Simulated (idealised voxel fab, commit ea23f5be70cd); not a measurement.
process module | voxel ribs on slabs
The cross-section on display is named cut; it measures 290 nm wide, and its cells are 5 nm squares.
Cross-section spec: square-cell grid; bands listed top down; each band is one or more rows.
In this notation a band is specified by the heights of its top and bottom, in that order and in nm, after which its materials appear from left to right, each paired with its width in nm. The word "throughout" attached to a single material means that material fills the band from edge to edge; the word "air" stands for empty space.
All heights in this document are referenced to 0, defined as the level beneath which the wafer, as received, consists entirely of one material. The lowest band is not bounded below; it extends indefinitely downward and is written in the form "0 nm and below".
You'd read "30->40" like this: the band's top row of cells is as wide as the first number, its bottom row is as wide as the second, and going down, every row changes width by the same amount as the row before did.
It should be understood that the words "no change", when stated for a given step, signify that the cross-section underwent no change in any of its cells during that step.
"Unvented cavities": sealed empty spaces, 8 cells or more, no open way to top, listed width x height at distance, with distance from the left edge and width, height and distance in nm.
On a step's line, text after the settings is the simulator commenting on that step.
overlay nm: mask offset rightward from planned place, masked step; negative means leftward offset.
Listed below are the process steps as planned
1,RECEIVE: material Si
2,DIRECTIONAL_DEP: material SiO2, thk nm 25
3,DIRECTIONAL_DEP: material polySi, thk nm 20
4,DIRECTIONAL_DEP: material aC, thk nm 15
5,PATTERN: tone cover, mask id RIB, material resist, width nm 25, thk nm 35, overlay nm 0
6,DIRECTIONAL_ETCH: etch materials aC, depth nm 15
7,STRIP: etch materials resist
8,DIRECTIONAL_ETCH: etch materials polySi, depth nm 5
9,STRIP: etch materials aC
10,DIRECTIONAL_DEP: material aC, thk nm 15
11,PATTERN: tone cover, mask id SLAB, material resist, width nm 85, thk nm 30, overlay nm 0
12,DIRECTIONAL_ETCH: etch materials aC, depth nm 15
13,STRIP: etch materials resist
14,DIRECTIONAL_ETCH: etch materials polySi, depth nm 15
15,STRIP: etch materials aC
16,FILL_DEP: material SiO2, thk nm 20
17,CMP: height nm 55
18,DIRECTIONAL_DEP: material TiN, thk nm 10
19,PATTERN: tone cover, mask id HEATER, material resist, width nm 35, thk nm 20, overlay nm 0
20,DIRECTIONAL_ETCH: etch materials TiN, depth nm 10
21,STRIP: etch materials resist
22,CONFORMAL_DEP: material SiO2, thk nm 10
Cross-section of the wafer as it came to us, i.e., already through step 1
> 0 nm and below: Si throughout
> Unvented cavities: none
Wafer cross-section at end of module: start and plan as shown above, one execution error
> 75 nm to 65 nm: air (115); SiO2 (55); air (120)
> 65 nm to 55 nm: SiO2 (125); TiN (35); SiO2 (130)
> 55 nm to 20 nm: SiO2 throughout
> 20 nm to 0 nm: polySi throughout
> 0 nm and below: Si throughout
> Unvented cavities: none
Which mistake was made when the wafer was run? steps 2 and 3 traded places in the executed sequence
